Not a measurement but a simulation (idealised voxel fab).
Process module in this document: voxel trench capacitor
Cross-section cut: width 280 nm, square cells of 5 nm.
How to read a cross-section here: the picture is a grid of square cells, written as bands going from the top down, and any band can span one or more rows of cells.
A band entry consists of two parts. The first gives the height of the band's top and the height of its bottom, in nm. The rest lists the band's materials from left to right, each with its width in nm. A single material labelled with the word "throughout" fills the band from edge to edge, and the word "air" marks empty space.
Heights are measured from 0, the level below which the as-received wafer is all one material; the lowest band has no bottom and continues downward, written as in "0 down".
Think of "30->40" as a width that walks from the first number to the second as you go down the band, top row to bottom row, taking equal-sized steps from row to row.
Reading "same as before" for a step: not a cell of the cross-section changed in it.
If an empty space has no open way to the top and is at least 8 cells in size, "Entrapped voids" lists it, written width x height at distance, where distance is measured from the left edge and every value is in nm.
Whatever follows a step's settings on its line is a remark the simulator itself makes about that step.
overlay nm: for a step with a mask, the amount by which the mask lay right of where it was planned; a negative amount means left of it.
[Process steps foreseen in the plan]
| 1 | RECEIVE [material Si] |
| 2 | CONFORMAL_DEP [material SiN] [thk nm 5] |
| 3 | MASKED_ETCH [tone open] [mask id TRENCH] [width nm 20] [pitch nm 40] [etch materials SiN] [depth nm 10] [overlay nm 0] |
| 4 | MASKED_ETCH [tone open] [mask id TRENCH] [width nm 20] [pitch nm 40] [etch materials Si] [depth nm 40] [overlay nm 0] |
| 5 | CONFORMAL_DEP [material SiO2] [thk nm 5] |
| 6 | FILL_DEP [material polySi] [thk nm 10] |
| 7 | CMP [height nm 10] |
Heads up: all these wafers start the same, and what changes between them is the thk nm in step 2. The value you see in the plan is just what the first wafer got.
[Here's the first of the wafers in cross-section, just as we got it, i.e. after step 1]
	0 down | Si throughout
	Entrapped voids: none
[Cross-section, first of several wafers, end of module, after last step 7]
	10 to 5 | SiO2 95 nm, polySi 10 nm, SiO2 30 nm, polySi 10 nm, SiO2 30 nm, polySi 10 nm, SiO2 95 nm
	5 to 0 | SiN 90 nm, SiO2 5 nm, polySi 10 nm, SiO2 5 nm, SiN 20 nm, SiO2 5 nm, polySi 10 nm, SiO2 5 nm, SiN 20 nm, SiO2 5 nm, polySi 10 nm, SiO2 5 nm, SiN 90 nm
	0 to -35 | Si 90 nm, SiO2 5 nm, polySi 10 nm, SiO2 5 nm, Si 20 nm, SiO2 5 nm, polySi 10 nm, SiO2 5 nm, Si 20 nm, SiO2 5 nm, polySi 10 nm, SiO2 5 nm, Si 90 nm
	-35 to -40 | Si 90 nm, SiO2 20 nm, Si 20 nm, SiO2 20 nm, Si 20 nm, SiO2 20 nm, Si 90 nm
	-40 down | Si throughout
	Entrapped voids: none
[The module's end: a cross-section of the last wafer]
	10 to 0 | SiN throughout
	0 down | Si throughout
	Entrapped voids: none
[Where each wafer stands at the end of the module, a row apiece: cells of each material gained (+) or lost (-) since it was received, then closed voids]
thk nm 5, -96 Si, +44 SiN, +110 SiO2, +54 polySi, Entrapped voids: none
thk nm 10, -96 Si, +88 SiN, +66 SiO2, +54 polySi, Entrapped voids: none
thk nm 15, +100 SiN, +12 SiO2, Entrapped voids: none
thk nm 20, +112 SiN, Entrapped voids: none
thk nm 25, +112 SiN, Entrapped voids: none
